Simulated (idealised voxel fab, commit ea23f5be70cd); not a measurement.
You're looking at the process module voxel capacitor over wiring.
For reference, the cross-section in this document is cut, with width 265 nm and square cells of 5 nm.
A cross-section is a grid of square cells, given in bands from the top down. A band is one or more rows of cells. Within each band entry, the heights of the top and of the bottom of the band appear first, in that order and in nm; the materials of the band then follow from left to right, each with its corresponding width in nm. The designation "all across" on a single material indicates that it fills the band from edge to edge; the designation "blank" indicates empty space. Measure heights from 0. That's the level where, below it, the as-received wafer is all one material. The lowest band is bottomless and extends downward; write it as in "0 nm and below". Quick explanation for "30..40": the width changes in equal steps down the rows of cells, from the first number in the band's top row to the second number in its bottom row. "changes: none" -> step changed no cross-section cell. For the entry "Enclosed voids", the listed items are empty spaces with no open way to the top whose size is 8 cells or more; each item follows the pattern width x height at distance, where distance is from the left edge and all three are in nm. If you see something after the settings on a step's line, that's the simulator's own remark about that step. The line of a step may include "overlay nm". On a step with a mask, this value is how far to the right of its planned place the mask lay. A negative value means the mask lay to the left.

[So here's the lineup of process steps we planned]
1: RECEIVE: material Si
2: CONFORMAL_DEP: material SiO2, thk nm 15
3: CONFORMAL_DEP: material SiCN, thk nm 5
4: DIRECTIONAL_DEP: material SiO2, thk nm 15
5: MASKED_ETCH: tone open, mask id METAL_1, width nm 25, pitch nm 85, etch materials SiO2, depth nm 15, overlay nm 0
6: MASKED_ETCH: tone open, mask id METAL_1, width nm 25, pitch nm 85, etch materials SiCN, depth nm 5, overlay nm 0
7: CONFORMAL_DEP: material TiN, thk nm 5
8: FILL_DEP: material Ru, thk nm 10
9: CMP: height nm 35
10: EPI: material Ru, thk nm 5
11: FILL_DEP: material SiCN, thk nm 5
12: DIRECTIONAL_DEP: material SiO2, thk nm 10
13: PATTERN: tone open, mask id PLUG_1, material resist, width nm 15, thk nm 20, overlay nm 0
14: DIRECTIONAL_ETCH: etch materials SiO2, depth nm 10
15: DIRECTIONAL_ETCH: etch materials SiCN, depth nm 5
16: STRIP: etch materials resist
17: CONFORMAL_DEP: material TiN, thk nm 5
18: FILL_DEP: material Ru, thk nm 5
19: CMP: height nm 55
20: DIRECTIONAL_DEP: material TiN, thk nm 10
21: DIRECTIONAL_DEP: material SiN, thk nm 5
22: DIRECTIONAL_DEP: material TiN, thk nm 10
23: DIRECTIONAL_DEP: material aC, thk nm 15
24: PATTERN: tone cover, mask id UPPER_PLATE, material resist, width nm 65, thk nm 30, overlay nm 0
25: DIRECTIONAL_ETCH: etch materials aC, depth nm 15
26: STRIP: etch materials resist
27: DIRECTIONAL_ETCH: etch materials TiN, depth nm 10
28: DIRECTIONAL_ETCH: etch materials SiN, depth nm 5
29: STRIP: etch materials aC
30: DIRECTIONAL_DEP: material aC, thk nm 10
31: PATTERN: tone cover, mask id LOWER_PLATE, material resist, width nm 75, thk nm 30, overlay nm 0
32: DIRECTIONAL_ETCH: etch materials aC, depth nm 10
33: STRIP: etch materials resist
34: DIRECTIONAL_ETCH: etch materials TiN, depth nm 10
35: STRIP: etch materials aC
36: FILL_DEP: material SiO2, thk nm 15
37: CMP: height nm 90
38: MASKED_ETCH: tone open, mask id PLUG_2, width nm 15, etch materials SiO2, depth nm 10, overlay nm 0
39: CONFORMAL_DEP: material TiN, thk nm 5
40: FILL_DEP: material Ru, thk nm 10
41: CMP: height nm 90
42: CONFORMAL_DEP: material SiCN, thk nm 5

[Cross-section of the wafer at receipt, which is the condition after step 1]
    0 nm and below | Si all across
    Enclosed voids: none

[Wafer at module end, in section. Began as above, planned as above, run with one mistake]
    95 nm to 90 nm | SiCN all across
    90 nm to 85 nm | SiO2 95 nm / TiN 5 nm / Ru 5 nm / TiN 5 nm / SiO2 155 nm
    85 nm to 80 nm | SiO2 95 nm / TiN 15 nm / SiO2 155 nm
    80 nm to 70 nm | SiO2 85 nm / TiN 65 nm / SiO2 115 nm
    70 nm to 65 nm | SiO2 85 nm / SiN 65 nm / SiO2 115 nm
    65 nm to 55 nm | SiO2 80 nm / TiN 75 nm / SiO2 110 nm
    55 nm to 45 nm | SiO2 85 nm / TiN 5 nm / Ru 5 nm / TiN 5 nm / SiO2 165 nm
    45 nm to 40 nm | SiCN 85 nm / TiN 15 nm / SiCN 165 nm
    40 nm to 35 nm | SiCN 75 nm / Ru 25 nm / SiCN 60 nm / Ru 25 nm / SiCN 80 nm
    35 nm to 20 nm | SiO2 80 nm / TiN 5 nm / Ru 5 nm / TiN 5 nm / SiO2 70 nm / TiN 5 nm / Ru 5 nm / TiN 5 nm / SiO2 85 nm
    20 nm to 15 nm | SiCN 80 nm / TiN 15 nm / SiCN 70 nm / TiN 15 nm / SiCN 85 nm
    15 nm to 0 nm | SiO2 all across
    0 nm and below | Si all across
    Enclosed voids: none
Deviation noted in wafer processing: contrary to plan, step 5 was performed as MASKED_ETCH: tone open, mask id METAL_1, width nm 15, pitch nm 85, etch materials SiO2, depth nm 15, overlay nm 0
